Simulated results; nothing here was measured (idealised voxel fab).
The document below concerns the process module designated voxel transistor to metal.
FYI the section here is cut, 180 nm wide, cells are 5 nm squares.
Square cells in a grid make up a cross-section in this document, and the grid is given as bands, listed from the top down, each one or more rows of cells. Heads up on the band format: heights come first, top then bottom, in nm. After that it's the materials left to right, each with its width in nm. A single material flagged "full width" fills the whole band edge to edge, and "air" means there's empty space there. Zero point of the height axis is 0; under it, received wafer = one material. Lowest band: continues down indefinitely, "z 0 and below". A width such as "30->40" changes by the same amount from each row of cells to the next, from the band's top row to its bottom row. Any step labelled "same as before" changed none of the cells in the cross-section. Entry "Fully sealed voids" = empty spaces >= 8 cells with no open way to the top; each as width x height at distance, distance from left edge, all nm. On a step's line, text after the settings is the simulator commenting on that step. Each step line may optionally specify "overlay nm", which for a step with a mask gives the rightward distance between the mask's planned place and where it lay, a negative value indicating the leftward direction.

-- Here's what the planned process steps look like
1) op RECEIVE | material Si
2) op CONFORMAL_DEP | material SiO2 | thk nm 5
3) op CONFORMAL_DEP | material SiN | thk nm 10
4) op MASKED_ETCH | tone cover | mask id ACTIVE | width nm 110 | etch materials SiN | depth nm 10 | overlay nm 0
5) op MASKED_ETCH | tone cover | mask id ACTIVE | width nm 110 | etch materials SiO2 | depth nm 5 | overlay nm 0
6) op MASKED_ETCH | tone cover | mask id ACTIVE | width nm 110 | etch materials Si | depth nm 30 | overlay nm 0
7) op OXIDIZE | depth nm 5
8) op FILL_DEP | material SiO2 | thk nm 5
9) op CMP | height nm 15
10) op SELECTIVE_ETCH | etch materials SiO2 | depth nm 10
11) op STRIP | etch materials SiN
12) op SELECTIVE_ETCH | etch materials SiO2 | depth nm 5
13) op OXIDIZE | depth nm 5
14) op DIRECTIONAL_DEP | material polySi | thk nm 20
15) op DIRECTIONAL_DEP | material SiCN | thk nm 10
16) op PATTERN | tone cover | mask id GATE | material resist | width nm 30 | thk nm 15 | overlay nm 0
17) op DIRECTIONAL_ETCH | etch materials SiCN | depth nm 20
18) op DIRECTIONAL_ETCH | etch materials polySi | depth nm 30
19) op STRIP | etch materials resist
20) op CONFORMAL_DEP | material SiN | thk nm 10
21) op DIRECTIONAL_ETCH | etch materials SiN | depth nm 10
22) op DIRECTIONAL_ETCH | etch materials SiO2 | depth nm 5
23) op EPI | material pSi | thk nm 5
24) op FILL_DEP | material SiO2 | thk nm 10
25) op CMP | height nm 20
26) op STRIP | etch materials polySi
27) op SELECTIVE_ETCH | etch materials SiO2 | depth nm 5
28) op CONFORMAL_DEP | material HfO2 | thk nm 5
29) op CONFORMAL_DEP | material TiN | thk nm 5
30) op FILL_DEP | material W | thk nm 10
31) op CMP | height nm 15
32) op DIRECTIONAL_DEP | material SiO2 | thk nm 10
33) op MASKED_ETCH | tone open | mask id CONTACT | width nm 20 | pitch nm 80 | etch materials SiO2 | depth nm 25 | overlay nm 0
34) op CONFORMAL_DEP | material TiN | thk nm 5
35) op FILL_DEP | material Ru | thk nm 5
36) op CMP | height nm 25
37) op CONFORMAL_DEP | material SiN | thk nm 5
38) op DIRECTIONAL_DEP | material lowk | thk nm 20
39) op DIRECTIONAL_DEP | material aC | thk nm 15
40) op PATTERN | tone open | mask id METAL_1 | material resist | width nm 20 | pitch nm 80 | thk nm 30 | overlay nm 0
41) op DIRECTIONAL_ETCH | etch materials aC | depth nm 15
42) op STRIP | etch materials resist
43) op DIRECTIONAL_ETCH | etch materials lowk | depth nm 20
44) op DIRECTIONAL_ETCH | etch materials SiN | depth nm 5
45) op STRIP | etch materials aC
46) op CONFORMAL_DEP | material TiN | thk nm 5
47) op FILL_DEP | material Cu | thk nm 5
48) op CMP | height nm 50
49) op CONFORMAL_DEP | material SiCN | thk nm 5
50) op DIRECTIONAL_DEP | material SiO2 | thk nm 30
51) op MASKED_ETCH | tone open | mask id METAL_2_HOLES | width nm 15 | pitch nm 80 | etch materials SiO2 | depth nm 30 | overlay nm 0
52) op MASKED_ETCH | tone open | mask id METAL_2 | width nm 20 | pitch nm 80 | etch materials SiO2 | depth nm 20 | overlay nm 0
53) op MASKED_ETCH | tone open | mask id METAL_2 | width nm 20 | pitch nm 80 | etch materials SiCN | depth nm 5 | overlay nm 0
54) op CONFORMAL_DEP | material TiN | thk nm 5
55) op FILL_DEP | material Ru | thk nm 10
56) op CMP | height nm 85
57) op CONFORMAL_DEP | material SiN | thk nm 5

-- As-received state of the wafer in cross-section, equivalent to post-step 1
	z 0 and below = Si full width
	Fully sealed voids: none

-- What the wafer looks like in cross-section after this module, when it starts as shown above and follows the plan above but one mistake is made in running it
	z 90 to 85 = SiN full width
	z 85 to 70 = 40 nm SiO2  5 nm TiN  10 nm Ru  5 nm TiN  60 nm SiO2  5 nm TiN  10 nm Ru  5 nm TiN  40 nm SiO2
	z 70 to 65 = 40 nm SiO2  5 nm TiN  5 nm Ru  10 nm TiN  60 nm SiO2  5 nm TiN  5 nm Ru  10 nm TiN  40 nm SiO2
	z 65 to 55 = 40 nm SiO2  5 nm TiN  5 nm Ru  5 nm TiN  65 nm SiO2  5 nm TiN  5 nm Ru  5 nm TiN  45 nm SiO2
	z 55 to 50 = 40 nm SiCN  15 nm TiN  65 nm SiCN  15 nm TiN  45 nm SiCN
	z 50 to 30 = 40 nm lowk  5 nm TiN  10 nm Cu  5 nm TiN  60 nm lowk  5 nm TiN  10 nm Cu  5 nm TiN  40 nm lowk
	z 30 to 25 = 40 nm SiN  20 nm TiN  60 nm SiN  20 nm TiN  40 nm SiN
	z 25 to 10 = 40 nm SiO2  5 nm TiN  10 nm Ru  5 nm TiN  60 nm SiO2  5 nm TiN  10 nm Ru  5 nm TiN  40 nm SiO2
	z 10 to 5 = 40 nm SiO2  5 nm TiN  10 nm Ru  5 nm TiN  5 nm SiO2  10 nm SiN  30 nm SiCN  10 nm SiN  5 nm SiO2  5 nm TiN  10 nm Ru  5 nm TiN  40 nm SiO2
	z 5 to 0 = 40 nm SiO2  20 nm TiN  5 nm SiO2  10 nm SiN  30 nm SiCN  10 nm SiN  5 nm SiO2  20 nm TiN  40 nm SiO2
	z 0 to -5 = 35 nm SiO2  30 nm pSi  50 nm SiO2  30 nm pSi  35 nm SiO2
	z -5 to -35 = 40 nm SiO2  100 nm Si  40 nm SiO2
	z -35 and below = Si full width
	Fully sealed voids: none
what went wrong: with respect to the plan, step 14 was omitted and not executed
